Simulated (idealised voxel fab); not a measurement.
process module | voxel tone inversion
cross-section cut | 230 nm wide | cells 5 nm
A cross-section is a grid of square cells, given in bands from the top down. A band is one or more rows of cells.
Each band's line starts with the height of the band's top and of its bottom, in nm. Then come its materials from left to right, each with its width in nm. One material with "throughout" fills the band from edge to edge. "air" is empty space.
Height 0 is the level under which the wafer as received is all one material. The lowest band goes on downwards, as in "0 down".
A width such as "30 to 40" changes by the same amount from each row of cells to the next, from the band's top row to its bottom row.
"no change" after a step means that no cell of the cross-section changed.
closed voids: empty space of 8 cells or more with no open way to the top, each as width x height at its distance from the left edge, in nm
after a step's settings: what the simulator itself notes on the step
overlay nm, on a step with a mask: how far to the right of its planned place the mask lay; to the left if negative
plan
1 op RECEIVE | material Si
2 op CONFORMAL_DEP | material SiN | thk nm 5
3 op DIRECTIONAL_DEP | material polySi | thk nm 15
4 op PATTERN | tone cover | mask id POSTS | material resist | width nm 15 | pitch nm 30 | thk nm 25 | overlay nm 0
5 op DIRECTIONAL_ETCH | etch materials polySi | depth nm 15
6 op STRIP | etch materials resist
7 op FILL_DEP | material lowk | thk nm 10
8 op CMP | height nm 25
9 op STRIP | etch materials polySi
10 op CONFORMAL_DEP | material TiN | thk nm 5
11 op FILL_DEP | material W | thk nm 10
12 op CMP | height nm 25
13 op CONFORMAL_DEP | material SiCN | thk nm 5
varied across the wafers: thk nm of step 2. The plan shows the first wafer's value. All wafers start alike
first wafer as received, after step 1
  0 down: Si throughout
  closed voids: none
first wafer at the end, after step 13
  30 to 25: SiCN throughout
  25 to 20: lowk throughout
  20 to 5: lowk 60 | polySi 15 | lowk 15 | polySi 15 | lowk 15 | polySi 15 | lowk 15 | polySi 15 | lowk 65
  5 to 0: SiN throughout
  0 down: Si throughout
  closed voids: none
last wafer at the end
  30 to 25: SiCN throughout
  25 to 0: SiN throughout
  0 down: Si throughout
  closed voids: none
each wafer at the end: cells of each material gained (+) or lost (-) since it was received, then its closed voids
thk nm 5 | +46 SiCN | +46 SiN | +148 lowk | +36 polySi | closed voids: none
thk nm 10 | +46 SiCN | +92 SiN | +28 TiN | +8 W | +102 lowk | closed voids: none
thk nm 15 | +46 SiCN | +138 SiN | +20 TiN | +4 W | +68 lowk | closed voids: none
thk nm 20 | +46 SiCN | +184 SiN | +12 TiN | +34 lowk | closed voids: none
thk nm 25 | +46 SiCN | +230 SiN | closed voids: none
